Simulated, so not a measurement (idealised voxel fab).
Module name: voxel self aligned contacts (process module)
This is section cut - it's 195 nm across, gridded in 5 nm square cells.
For the purposes of this document, a cross-section shall be understood as a grid of square cells, specified as bands listed in top-to-bottom order, each band consisting of one or more rows of cells. Quick guide to a band line: top height, bottom height (nm) up front; then every material left to right with its width in nm. Only one material and it's marked "edge to edge"? Then it fills the band edge to edge. And "air" just means empty space. Heights are expressed relative to 0, this being the level below which the as-received wafer comprises one material exclusively. The lowest band is unbounded in the downward direction and is denoted as in "0 and below". A width given as "30->40" starts at the first number in the band's top row and ends at the second number in its bottom row, shifting by an equal amount at every step from row to row. "changes: none", as given for a step, is the statement that not any cell of the cross-section underwent a change during that step. Each empty space that has no open way to the top and spans at least 8 cells appears under "Cavities, sealed" as width x height at distance, the distance counted from the left edge, all in nm. That trailing text on a step's line, after the settings, is the simulator's own remark on the step. You can add "overlay nm" to a step's line. For a step with a mask, it describes how far the mask lay to the right of its planned position, and a negative number describes a lay to the left.

Process steps foreseen in the plan:
1 RECEIVE (material Si)
2 OXIDIZE (depth nm 5)
3 DIRECTIONAL_DEP (material polySi; thk nm 30)
4 DIRECTIONAL_DEP (material SiN; thk nm 25)
5 PATTERN (tone cover; mask id GATE; material resist; width nm 30; pitch nm 75; thk nm 15; overlay nm 0)
6 DIRECTIONAL_ETCH (etch materials SiN; depth nm 25)
7 DIRECTIONAL_ETCH (etch materials polySi; depth nm 30)
8 STRIP (etch materials resist)
9 CONFORMAL_DEP (material SiN; thk nm 10)
10 DIRECTIONAL_ETCH (etch materials SiN; depth nm 10)
11 FILL_DEP (material SiO2; thk nm 20)
12 CMP (height nm 65)
13 MASKED_ETCH (tone open; mask id CONTACT; width nm 55; etch materials SiO2; depth nm 70; overlay nm 0)
14 CONFORMAL_DEP (material TiN; thk nm 5)
15 FILL_DEP (material W; thk nm 5)
16 CMP (height nm 65)
17 CONFORMAL_DEP (material SiCN; thk nm 5)

Cross-section of the incoming wafer, state after step 1:
- 0 and below = Si edge to edge
- Cavities, sealed: none

Final wafer profile in cross-section after the module, from the same start and plan as above, with one mistake made during processing:
- 70 down to 65 = SiCN edge to edge
- 65 down to 55 = SiO2: 70  TiN: 5->20  W: 45->15  TiN: 5->20  SiO2: 70
- 55 down to 30 = SiO2: 35  SiN: 50  TiN: 5  W: 15  TiN: 5  SiN: 50  SiO2: 35
- 30 down to 15 = SiO2: 35  SiN: 10  polySi: 30  SiN: 10  TiN: 5  W: 15  TiN: 5  SiN: 10  polySi: 30  SiN: 10  SiO2: 35
- 15 down to 10 = SiO2: 35  SiN: 10  polySi: 30  SiN: 10  TiN: 25  SiN: 10  polySi: 30  SiN: 10  SiO2: 35
- 10 down to 0 = SiN: 45  polySi: 30  SiN: 45  polySi: 30  SiN: 45
- 0 down to -5 = SiO2 edge to edge
- -5 and below = Si edge to edge
- Cavities, sealed: none
Diagnosis: steps 9 and 10 run out of order (swapped)
